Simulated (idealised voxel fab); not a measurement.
process module | voxel trench capacitor
cross-section cut | 270 nm wide | cells 5 nm
A cross-section is a grid of square cells, given in bands from the top down. A band is one or more rows of cells.
Each band's line starts with the height of the band's top and of its bottom, in nm. Then come its materials from left to right, each with its width in nm. One material with "throughout" fills the band from edge to edge. "air" is empty space.
Height 0 is the level under which the wafer as received is all one material. The lowest band goes on downwards, as in "0 down".
A width such as "30 to 40" changes by the same amount from each row of cells to the next, from the band's top row to its bottom row.
"no change" after a step means that no cell of the cross-section changed.
closed voids: empty space of 8 cells or more with no open way to the top, each as width x height at its distance from the left edge, in nm
after a step's settings: what the simulator itself notes on the step
overlay nm, on a step with a mask: how far to the right of its planned place the mask lay; to the left if negative
plan
1 op RECEIVE | material Si
2 op CONFORMAL_DEP | material SiN | thk nm 5
3 op PATTERN | tone open | mask id TRENCH | material resist | width nm 25 | pitch nm 50 | thk nm 20 | overlay nm 0
4 op DIRECTIONAL_ETCH | etch materials SiN | depth nm 5
5 op DIRECTIONAL_ETCH | etch materials Si | depth nm 40
6 op STRIP | etch materials resist
7 op CONFORMAL_DEP | material SiO2 | thk nm 5
8 op FILL_DEP | material polySi | thk nm 5
9 op CMP | height nm 5
as received, after step 1
  0 down: Si throughout
  closed voids: none
first wafer at the end, as planned
  5 to 0: SiN 70 | SiO2 5 | polySi 15 | SiO2 5 | SiN 25 | SiO2 5 | polySi 15 | SiO2 5 | SiN 25 | SiO2 5 | polySi 15 | SiO2 5 | SiN 75
  0 to -35: Si 70 | SiO2 5 | polySi 15 | SiO2 5 | Si 25 | SiO2 5 | polySi 15 | SiO2 5 | Si 25 | SiO2 5 | polySi 15 | SiO2 5 | Si 75
  -35 to -40: Si 70 | SiO2 25 | Si 25 | SiO2 25 | Si 25 | SiO2 25 | Si 75
  -40 down: Si throughout
  closed voids: none
second wafer at the end: like start, like plan, one mistake
  5 to 0: SiN 65 | SiO2 5 | polySi 15 | SiO2 5 | SiN 25 | SiO2 5 | polySi 15 | SiO2 5 | SiN 25 | SiO2 5 | polySi 15 | SiO2 5 | SiN 80
  0 to -35: Si 65 | SiO2 5 | polySi 15 | SiO2 5 | Si 25 | SiO2 5 | polySi 15 | SiO2 5 | Si 25 | SiO2 5 | polySi 15 | SiO2 5 | Si 80
  -35 to -40: Si 65 | SiO2 25 | Si 25 | SiO2 25 | Si 25 | SiO2 25 | Si 80
  -40 down: Si throughout
  closed voids: none
what went wrong: step 3 ran as: op PATTERN | tone open | mask id TRENCH | material resist | width nm 25 | pitch nm 50 | thk nm 20 | overlay nm -5
at the end the second wafer has, in cells: as many of each material as the first, in other places
